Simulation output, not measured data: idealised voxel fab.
You're looking at the process module voxel double patterning.
Shown is cross-section cut, with a width of 235 nm and square cells of size 5 nm.
Cross-section layout: square cells on a grid; listed as bands, top to bottom; a band spans one or more cell rows.
Heights first: top, then bottom, in nm. Then materials, left to right, each with a width in nm. "everywhere" on a single material: fills the band edge to edge. "empty": empty space.
Height datum 0, below which the as-received substrate wafer is one material. Lowest band open at the bottom, running downward: "0 nm and below".
You'd read "30 to 40" like this: the band's top row of cells is as wide as the first number, its bottom row is as wide as the second, and going down, every row changes width by the same amount as the row before did.
Step marked "identical to before"? Then no cell in the cross-section changed in it.
"Enclosed void list" contains a list of empty spaces, each no smaller than 8 cells and without an open way to the top, written in the form width x height at distance with the distance from the left edge and all three in nm.
Heads up: the bit after the settings on a step's line is the simulator's remark on that step.
You can add "overlay nm" to a step's line. For a step with a mask, it describes how far the mask lay to the right of its planned position, and a negative number describes a lay to the left.
PLANNED PROCESS STEPS
- 1: RECEIVE (material Si)
- 2: CONFORMAL_DEP (material SiO2; thk nm 10)
- 3: DIRECTIONAL_DEP (material W; thk nm 15)
- 4: DIRECTIONAL_DEP (material SiN; thk nm 10)
- 5: DIRECTIONAL_DEP (material aC; thk nm 15)
- 6: PATTERN (tone open; mask id FIRST; material resist; width nm 15; pitch nm 50; thk nm 35; overlay nm 0)
- 7: DIRECTIONAL_ETCH (etch materials aC; depth nm 15)
- 8: STRIP (etch materials resist)
- 9: DIRECTIONAL_ETCH (etch materials SiN; depth nm 10)
- 10: STRIP (etch materials aC)
- 11: PATTERN (tone open; mask id SECOND; material resist; width nm 15; pitch nm 50; thk nm 15; overlay nm 0)
- 12: DIRECTIONAL_ETCH (etch materials SiN; depth nm 10)
- 13: STRIP (etch materials resist)
- 14: DIRECTIONAL_ETCH (etch materials W; depth nm 15)
- 15: STRIP (etch materials SiN)
FIRST OF THE TWO WAFERS, RUN PER PLAN
HERE'S WHAT THE WAFER LOOKED LIKE IN CROSS-SECTION WHEN IT ARRIVED - THAT'S AFTER STEP 1
* 0 nm and below: Si everywhere
* Enclosed void list: none
CROSS-SECTION OF THE WAFER SUBSEQUENT TO STEP 2
* 10 nm to 0 nm: SiO2 everywhere
* Anything lower than 0 is untouched.
CROSS-SECTION OF THE WAFER SUBSEQUENT TO STEP 3
* 25 nm to 10 nm: W everywhere
* Anything lower than 10 is untouched.
CROSS-SECTION OF THE WAFER SUBSEQUENT TO STEP 4
* 35 nm to 25 nm: SiN everywhere
* Anything lower than 25 is untouched.
CROSS-SECTION OF THE WAFER SUBSEQUENT TO STEP 5
* 50 nm to 35 nm: aC everywhere
* Anything lower than 35 is untouched.
CROSS-SECTION OF THE WAFER SUBSEQUENT TO STEP 6
* 85 nm to 50 nm: 60 of resist, then 15 of empty, then 35 of resist, then 15 of empty, then 35 of resist, then 15 of empty, then 60 of resist
* Anything lower than 50 is untouched.
CROSS-SECTION OF THE WAFER SUBSEQUENT TO STEP 7
* 70 nm to 50 nm: 60 of resist, then 15 of empty, then 35 of resist, then 15 of empty, then 35 of resist, then 15 of empty, then 60 of resist
* 50 nm to 35 nm: 60 of aC, then 15 of empty, then 35 of aC, then 15 of empty, then 35 of aC, then 15 of empty, then 60 of aC
* Anything lower than 35 is untouched.
CROSS-SECTION OF THE WAFER SUBSEQUENT TO STEP 8
* 50 nm to 35 nm: 60 of aC, then 15 of empty, then 35 of aC, then 15 of empty, then 35 of aC, then 15 of empty, then 60 of aC
* Anything lower than 35 is untouched.
CROSS-SECTION OF THE WAFER SUBSEQUENT TO STEP 9
* 50 nm to 35 nm: 60 of aC, then 15 of empty, then 35 of aC, then 15 of empty, then 35 of aC, then 15 of empty, then 60 of aC
* 35 nm to 25 nm: 60 of SiN, then 15 of empty, then 35 of SiN, then 15 of empty, then 35 of SiN, then 15 of empty, then 60 of SiN
* Anything lower than 25 is untouched.
CROSS-SECTION OF THE WAFER SUBSEQUENT TO STEP 10
* 35 nm to 25 nm: 60 of SiN, then 15 of empty, then 35 of SiN, then 15 of empty, then 35 of SiN, then 15 of empty, then 60 of SiN
* Anything lower than 25 is untouched.
CROSS-SECTION OF THE WAFER SUBSEQUENT TO STEP 11
* 50 nm to 35 nm: 85 of resist, then 15 of empty, then 35 of resist, then 15 of empty, then 85 of resist
* 35 nm to 25 nm: 60 of SiN, then 15 of resist, then 35 of SiN, then 15 of resist, then 35 of SiN, then 15 of resist, then 60 of SiN
* Anything lower than 25 is untouched.
CROSS-SECTION OF THE WAFER SUBSEQUENT TO STEP 12
* 50 nm to 35 nm: 85 of resist, then 15 of empty, then 35 of resist, then 15 of empty, then 85 of resist
* 35 nm to 25 nm: 60 of SiN, then 15 of resist, then 10 of SiN, then 15 of empty, then 10 of SiN, then 15 of resist, then 10 of SiN, then 15 of empty, then 10 of SiN, then 15 of resist, then 60 of SiN
* Anything lower than 25 is untouched.
CROSS-SECTION OF THE WAFER SUBSEQUENT TO STEP 13
* 35 nm to 25 nm: 60 of SiN, then 15 of empty, then 10 of SiN, then 15 of empty, then 10 of SiN, then 15 of empty, then 10 of SiN, then 15 of empty, then 10 of SiN, then 15 of empty, then 60 of SiN
* Anything lower than 25 is untouched.
CROSS-SECTION OF THE WAFER SUBSEQUENT TO STEP 14
* 35 nm to 25 nm: 60 of SiN, then 15 of empty, then 10 of SiN, then 15 of empty, then 10 of SiN, then 15 of empty, then 10 of SiN, then 15 of empty, then 10 of SiN, then 15 of empty, then 60 of SiN
* 25 nm to 10 nm: 60 of W, then 15 of empty, then 10 of W, then 15 of empty, then 10 of W, then 15 of empty, then 10 of W, then 15 of empty, then 10 of W, then 15 of empty, then 60 of W
* Anything lower than 10 is untouched.
CROSS-SECTION OF THE WAFER SUBSEQUENT TO STEP 15
* 25 nm to 10 nm: 60 of W, then 15 of empty, then 10 of W, then 15 of empty, then 10 of W, then 15 of empty, then 10 of W, then 15 of empty, then 10 of W, then 15 of empty, then 60 of W
* Anything lower than 10 is untouched.
SECOND OF TWO: SAME START, SAME PLAN, ONE RUN ERROR; STEPS UP TO AND INCLUDING 10 MATCH THE FIRST
CROSS-SECTION OF THE SECOND WAFER WHEN, ACCORDING TO PLAN, STEP 11 SHOULD HAVE FINISHED
* 50 nm to 35 nm: 85 of empty, then 15 of resist, then 35 of empty, then 15 of resist, then 85 of empty
* Anything lower than 35 is untouched.
CROSS-SECTION OF THE SECOND WAFER WHEN, ACCORDING TO PLAN, STEP 12 SHOULD HAVE FINISHED
* 50 nm to 35 nm: 85 of empty, then 15 of resist, then 35 of empty, then 15 of resist, then 85 of empty
* 35 nm to 25 nm: 85 of empty, then 15 of SiN, then 35 of empty, then 15 of SiN, then 85 of empty
* Anything lower than 25 is untouched.
CROSS-SECTION OF THE SECOND WAFER WHEN, ACCORDING TO PLAN, STEP 13 SHOULD HAVE FINISHED
* 35 nm to 25 nm: 85 of empty, then 15 of SiN, then 35 of empty, then 15 of SiN, then 85 of empty
* Anything lower than 25 is untouched.
CROSS-SECTION OF THE SECOND WAFER WHEN, ACCORDING TO PLAN, STEP 14 SHOULD HAVE FINISHED
* 35 nm to 25 nm: 85 of empty, then 15 of SiN, then 35 of empty, then 15 of SiN, then 85 of empty
* 25 nm to 10 nm: 85 of empty, then 15 of W, then 35 of empty, then 15 of W, then 85 of empty
* Anything lower than 10 is untouched.
CROSS-SECTION OF THE SECOND WAFER WHEN, ACCORDING TO PLAN, STEP 15 SHOULD HAVE FINISHED
* 25 nm to 10 nm: 85 of empty, then 15 of W, then 35 of empty, then 15 of W, then 85 of empty
* Anything lower than 10 is untouched.
Deviation noted in wafer processing: so step 11 ended up running with a different setting than we planned, it ran as PATTERN (tone cover; mask id SECOND; material resist; width nm 15; pitch nm 50; thk nm 15; overlay nm 0)
End of process, cell counts, second wafer against first, materials with more or fewer: W: 78 fewer
